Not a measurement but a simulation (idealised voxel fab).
process module | voxel capacitor over wiring
cross-section cut | 275 nm wide | cells 5 nm
A cross-section is a grid of square cells, given in bands from the top down. A band is one or more rows of cells.
Each band's line starts with the height of the band's top and of its bottom, in nm. Then come its materials from left to right, each with its width in nm. One material with "throughout" fills the band from edge to edge. "air" is empty space.
Height 0 is the level under which the wafer as received is all one material. The lowest band goes on downwards, as in "0 down".
A width such as "30 to 40" changes by the same amount from each row of cells to the next, from the band's top row to its bottom row.
"no change" after a step means that no cell of the cross-section changed.
closed voids: empty space of 8 cells or more with no open way to the top, each as width x height at its distance from the left edge, in nm
after a step's settings: what the simulator itself notes on the step
overlay nm, on a step with a mask: how far to the right of its planned place the mask lay; to the left if negative
plan
1 op RECEIVE | material Si
2 op CONFORMAL_DEP | material SiO2 | thk nm 10
3 op CONFORMAL_DEP | material SiCN | thk nm 5
4 op DIRECTIONAL_DEP | material lowk | thk nm 20
5 op DIRECTIONAL_DEP | material aC | thk nm 15
6 op PATTERN | tone open | mask id METAL_1 | material resist | width nm 20 | pitch nm 75 | thk nm 30 | overlay nm 0
7 op DIRECTIONAL_ETCH | etch materials aC | depth nm 15
8 op STRIP | etch materials resist
9 op DIRECTIONAL_ETCH | etch materials lowk | depth nm 20
10 op DIRECTIONAL_ETCH | etch materials SiCN | depth nm 5
11 op STRIP | etch materials aC
12 op CONFORMAL_DEP | material TiN | thk nm 5
13 op FILL_DEP | material Cu | thk nm 10
14 op CMP | height nm 35
15 op CONFORMAL_DEP | material SiCN | thk nm 5
16 op DIRECTIONAL_DEP | material SiO2 | thk nm 10
17 op DIRECTIONAL_DEP | material aC | thk nm 10
18 op PATTERN | tone open | mask id PLUG_1 | material resist | width nm 15 | thk nm 25 | overlay nm 0
19 op DIRECTIONAL_ETCH | etch materials aC | depth nm 10
20 op STRIP | etch materials resist
21 op DIRECTIONAL_ETCH | etch materials SiO2 | depth nm 10
22 op DIRECTIONAL_ETCH | etch materials SiCN | depth nm 5
23 op STRIP | etch materials aC
24 op EPI | material Ru | thk nm 10
25 op EPI | material Ru | thk nm 5
26 op DIRECTIONAL_DEP | material TiN | thk nm 10
27 op DIRECTIONAL_DEP | material SiN | thk nm 5
28 op DIRECTIONAL_DEP | material TiN | thk nm 5
29 op PATTERN | tone cover | mask id UPPER_PLATE | material resist | width nm 60 | thk nm 20 | overlay nm 0
30 op DIRECTIONAL_ETCH | etch materials TiN | depth nm 5
31 op DIRECTIONAL_ETCH | etch materials SiN | depth nm 5
32 op STRIP | etch materials resist
33 op MASKED_ETCH | tone cover | mask id LOWER_PLATE | width nm 70 | etch materials TiN | depth nm 10 | overlay nm 0
34 op FILL_DEP | material SiO2 | thk nm 15
35 op CMP | height nm 80
36 op MASKED_ETCH | tone open | mask id PLUG_2 | width nm 15 | etch materials SiO2 | depth nm 10 | overlay nm 0
37 op CONFORMAL_DEP | material TiN | thk nm 5
38 op FILL_DEP | material W | thk nm 10
39 op CMP | height nm 80
40 op CONFORMAL_DEP | material SiCN | thk nm 5
as received, after step 1
  0 down: Si throughout
  closed voids: none
a wafer at the end: this start, this plan, one mistake
  85 to 80: SiCN throughout
  80 to 75: SiO2 95 | TiN 5 | W 5 | TiN 5 | SiO2 165
  75 to 65: SiO2 95 | TiN 15 to 60 | SiO2 165 to 120
  65 to 60: SiO2 95 | SiN 60 | SiO2 120
  60 to 50: SiO2 90 | TiN 70 | SiO2 115
  50 to 40: SiO2 95 | Ru 15 | SiO2 165
  40 to 35: SiCN 95 | Ru 15 | SiCN 165
  35 to 15: lowk 90 | TiN 5 | Cu 10 | TiN 5 | lowk 55 | TiN 5 | Cu 10 | TiN 5 | lowk 90
  15 to 10: SiCN 90 | TiN 20 | SiCN 55 | TiN 20 | SiCN 90
  10 to 0: SiO2 throughout
  0 down: Si throughout
  closed voids: none
what went wrong: step 36 ran as: op MASKED_ETCH | tone open | mask id PLUG_2 | width nm 15 | etch materials SiO2 | depth nm 10 | overlay nm -10
